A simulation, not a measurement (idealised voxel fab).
Process module in this document: voxel wiring stack
Each square cell in cross-section cut measures 5 nm, and the section as a whole is 170 nm wide.
Reading order for cross-sections: top band down to bottom band. Underlying form: a grid of square cells. Band size: one or more rows of cells. In this notation a band is specified by the heights of its top and bottom, in that order and in nm, after which its materials appear from left to right, each paired with its width in nm. The word "all across" attached to a single material means that material fills the band from edge to edge; the word "air" stands for empty space. Zero point of the height axis is 0; under it, received wafer = one material. Lowest band: continues down indefinitely, "0 -> down". Width: "30..40" (first number = top row, second number = bottom row, same change from row to row of cells). The cross-section has no changed cell in any step marked "nothing changed". "Enclosed void list" specifies each empty space that is not open to the top and that occupies no fewer than 8 cells, using the form width x height at distance, the distance measured from the left edge and all three quantities in nm. Heads up: the bit after the settings on a step's line is the simulator's remark on that step. overlay nm, on a step with a mask: how far to the right of its planned place the mask lay; to the left if negative.
## Planned process steps
- 1: RECEIVE: material Si
- 2: CONFORMAL_DEP: material SiO2, thk nm 10
- 3: DIRECTIONAL_DEP: material TiN, thk nm 5
- 4: DIRECTIONAL_DEP: material W, thk nm 20
- 5: PATTERN: tone cover, mask id METAL_1, material resist, width nm 20, pitch nm 35, thk nm 15, overlay nm -15
- 6: DIRECTIONAL_ETCH: etch materials W, depth nm 20
- 7: DIRECTIONAL_ETCH: etch materials TiN, depth nm 5
- 8: STRIP: etch materials resist
- 9: CONFORMAL_DEP: material SiN, thk nm 5
- 10: FILL_DEP: material lowk, thk nm 10
- 11: CMP: height nm 35
- 12: CONFORMAL_DEP: material SiCN, thk nm 5
- 13: DIRECTIONAL_DEP: material SiO2, thk nm 10
- 14: DIRECTIONAL_DEP: material aC, thk nm 10
- 15: PATTERN: tone open, mask id PLUG_1, material resist, width nm 15, pitch nm 35, thk nm 25, overlay nm 0
- 16: DIRECTIONAL_ETCH: etch materials aC, depth nm 10
- 17: STRIP: etch materials resist
- 18: DIRECTIONAL_ETCH: etch materials SiO2, depth nm 10
- 19: DIRECTIONAL_ETCH: etch materials SiCN, depth nm 5
- 20: STRIP: etch materials aC
- 21: CONFORMAL_DEP: material TiN, thk nm 5
- 22: FILL_DEP: material Ru, thk nm 5
- 23: CMP: height nm 50
- 24: DIRECTIONAL_DEP: material TiN, thk nm 5
- 25: DIRECTIONAL_DEP: material Ru, thk nm 15
- 26: MASKED_ETCH: tone cover, mask id METAL_2, width nm 20, pitch nm 35, etch materials Ru, depth nm 15, overlay nm 0
- 27: MASKED_ETCH: tone cover, mask id METAL_2, width nm 20, pitch nm 35, etch materials TiN, depth nm 5, overlay nm 0
- 28: FILL_DEP: material SiO2, thk nm 5
- 29: CMP: height nm 70
- 30: CONFORMAL_DEP: material SiCN, thk nm 5
- 31: DIRECTIONAL_DEP: material SiO2, thk nm 20
- 32: DIRECTIONAL_DEP: material aC, thk nm 15
- 33: PATTERN: tone open, mask id PLUG_2, material resist, width nm 15, pitch nm 35, thk nm 35, overlay nm 0
- 34: DIRECTIONAL_ETCH: etch materials aC, depth nm 15
- 35: STRIP: etch materials resist
- 36: DIRECTIONAL_ETCH: etch materials SiO2, depth nm 20
- 37: DIRECTIONAL_ETCH: etch materials SiCN, depth nm 5
- 38: STRIP: etch materials aC
- 39: CONFORMAL_DEP: material TiN, thk nm 5
- 40: FILL_DEP: material Ru, thk nm 5
- 41: CMP: height nm 95
- 42: DIRECTIONAL_DEP: material TiN, thk nm 5
- 43: DIRECTIONAL_DEP: material W, thk nm 15
- 44: MASKED_ETCH: tone cover, mask id METAL_3, width nm 20, pitch nm 35, etch materials W, depth nm 15, overlay nm 0
- 45: MASKED_ETCH: tone cover, mask id METAL_3, width nm 20, pitch nm 35, etch materials TiN, depth nm 5, overlay nm 0
- 46: FILL_DEP: material SiO2, thk nm 10
- 47: CMP: height nm 115
- 48: CONFORMAL_DEP: material SiN, thk nm 5
Every wafer here starts from the same state; it is the step 5 overlay nm that distinguishes them, and the value the plan gives belongs to the first wafer.
## First of several wafers, received after step 1, in cross-section
0 -> down: Si all across
Enclosed void list: none
## First of several wafers in cross-section at module end, following the final step, step 48
120 -> 115: SiN all across
115 -> 100: SiO2 (55) | W (20) | SiO2 (15) | W (20) | SiO2 (60)
100 -> 95: SiO2 (55) | TiN (20) | SiO2 (15) | TiN (20) | SiO2 (60)
95 -> 75: SiO2 (55) | TiN (5) | Ru (5) | TiN (5) | SiO2 (20) | TiN (5) | Ru (5) | TiN (5) | SiO2 (65)
75 -> 70: SiCN (55) | TiN (15) | SiCN (20) | TiN (15) | SiCN (65)
70 -> 55: SiO2 (55) | Ru (20) | SiO2 (15) | Ru (20) | SiO2 (60)
55 -> 50: SiO2 (55) | TiN (20) | SiO2 (15) | TiN (20) | SiO2 (60)
50 -> 40: SiO2 (55) | TiN (5) | Ru (5) | TiN (5) | SiO2 (20) | TiN (5) | Ru (5) | TiN (5) | SiO2 (65)
40 -> 35: SiCN (55) | TiN (15) | SiCN (20) | TiN (15) | SiCN (65)
35 -> 15: lowk (35) | SiN (5) | W (20) | SiN (5) | lowk (5) | SiN (5) | W (20) | SiN (5) | lowk (70)
15 -> 10: SiN (40) | TiN (20) | SiN (15) | TiN (20) | SiN (75)
10 -> 0: SiO2 all across
0 -> down: Si all across
Enclosed void list: none
## Module end, final wafer: cross-section
120 -> 115: SiN all across
115 -> 100: SiO2 (55) | W (20) | SiO2 (15) | W (20) | SiO2 (60)
100 -> 95: SiO2 (55) | TiN (20) | SiO2 (15) | TiN (20) | SiO2 (60)
95 -> 75: SiO2 (55) | TiN (5) | Ru (5) | TiN (5) | SiO2 (20) | TiN (5) | Ru (5) | TiN (5) | SiO2 (65)
75 -> 70: SiCN (55) | TiN (15) | SiCN (20) | TiN (15) | SiCN (65)
70 -> 55: SiO2 (55) | Ru (20) | SiO2 (15) | Ru (20) | SiO2 (60)
55 -> 50: SiO2 (55) | TiN (20) | SiO2 (15) | TiN (20) | SiO2 (60)
50 -> 40: SiO2 (55) | TiN (5) | Ru (5) | TiN (5) | SiO2 (20) | TiN (5) | Ru (5) | TiN (5) | SiO2 (65)
40 -> 35: SiCN (55) | TiN (15) | SiCN (20) | TiN (15) | SiCN (65)
35 -> 15: lowk (65) | SiN (5) | W (20) | SiN (5) | lowk (5) | SiN (5) | W (20) | SiN (5) | lowk (40)
15 -> 10: SiN (70) | TiN (20) | SiN (15) | TiN (20) | SiN (45)
10 -> 0: SiO2 all across
0 -> down: Si all across
Enclosed void list: none
## For your reference, the table is organized with a row per wafer; each row reflects the wafer at the end of the module, indicating for each material the cells gained (+) or lost (-) since receipt, and thereafter its closed voids
overlay nm -15 | +36 Ru | +56 SiCN | +76 SiN | +444 SiO2 | +60 TiN | +56 W | +88 lowk | Enclosed void list: none
overlay nm -10 | +36 Ru | +56 SiCN | +76 SiN | +444 SiO2 | +60 TiN | +56 W | +88 lowk | Enclosed void list: none
overlay nm -5 | +36 Ru | +56 SiCN | +76 SiN | +444 SiO2 | +60 TiN | +56 W | +88 lowk | Enclosed void list: none
overlay nm 0 | +36 Ru | +56 SiCN | +76 SiN | +444 SiO2 | +60 TiN | +56 W | +88 lowk | Enclosed void list: none
overlay nm 5 | +36 Ru | +56 SiCN | +76 SiN | +444 SiO2 | +60 TiN | +56 W | +88 lowk | Enclosed void list: none
overlay nm 10 | +36 Ru | +56 SiCN | +76 SiN | +444 SiO2 | +60 TiN | +56 W | +88 lowk | Enclosed void list: none
overlay nm 15 | +36 Ru | +56 SiCN | +76 SiN | +444 SiO2 | +60 TiN | +56 W | +88 lowk | Enclosed void list: none
